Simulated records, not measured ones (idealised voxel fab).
process module | voxel lift off
cross-section cut | 210 nm wide | cells 5 nm
A cross-section is a grid of square cells, given in bands from the top down. A band is one or more rows of cells.
Each band's line starts with the height of the band's top and of its bottom, in nm. Then come its materials from left to right, each with its width in nm. One material with "throughout" fills the band from edge to edge. "air" is empty space.
Height 0 is the level under which the wafer as received is all one material. The lowest band goes on downwards, as in "0 down".
A width such as "30 to 40" changes by the same amount from each row of cells to the next, from the band's top row to its bottom row.
"no change" after a step means that no cell of the cross-section changed.
closed voids: empty space of 8 cells or more with no open way to the top, each as width x height at its distance from the left edge, in nm
after a step's settings: what the simulator itself notes on the step
overlay nm, on a step with a mask: how far to the right of its planned place the mask lay; to the left if negative
plan
1 op RECEIVE | material Si
2 op CONFORMAL_DEP | material Al2O3 | thk nm 15
3 op PATTERN | tone open | mask id LINES | material resist | width nm 30 | pitch nm 50 | thk nm 30 | overlay nm 0
4 op DIRECTIONAL_DEP | material Ru | thk nm 15
5 op STRIP | etch materials resist
6 op CONFORMAL_DEP | material SiO2 | thk nm 10
as received, after step 1
  0 down: Si throughout
  closed voids: none
first wafer at the end, as planned
  40 to 30: air 30 | SiO2 150 | air 30
  30 to 25: air 30 | SiO2 10 | Ru 30 | SiO2 20 | Ru 30 | SiO2 20 | Ru 30 | SiO2 10 | air 30
  25 to 15: SiO2 40 | Ru 30 | SiO2 20 | Ru 30 | SiO2 20 | Ru 30 | SiO2 40
  15 to 0: Al2O3 throughout
  0 down: Si throughout
  closed voids: none
second wafer at the end: like start, like plan, one mistake
  40 to 30: SiO2 50 | air 10 | SiO2 40 | air 10 | SiO2 40 | air 10 | SiO2 50
  30 to 25: Ru 40 | SiO2 10 | air 10 | SiO2 10 | Ru 20 | SiO2 10 | air 10 | SiO2 10 | Ru 20 | SiO2 10 | air 10 | SiO2 10 | Ru 40
  25 to 15: Ru 40 | SiO2 30 | Ru 20 | SiO2 30 | Ru 20 | SiO2 30 | Ru 40
  15 to 0: Al2O3 throughout
  0 down: Si throughout
  closed voids: none
what went wrong: step 3 ran as: op PATTERN | tone cover | mask id LINES | material resist | width nm 30 | pitch nm 50 | thk nm 30 | overlay nm 0
at the end the second wafer has, in cells: 18 more of Ru
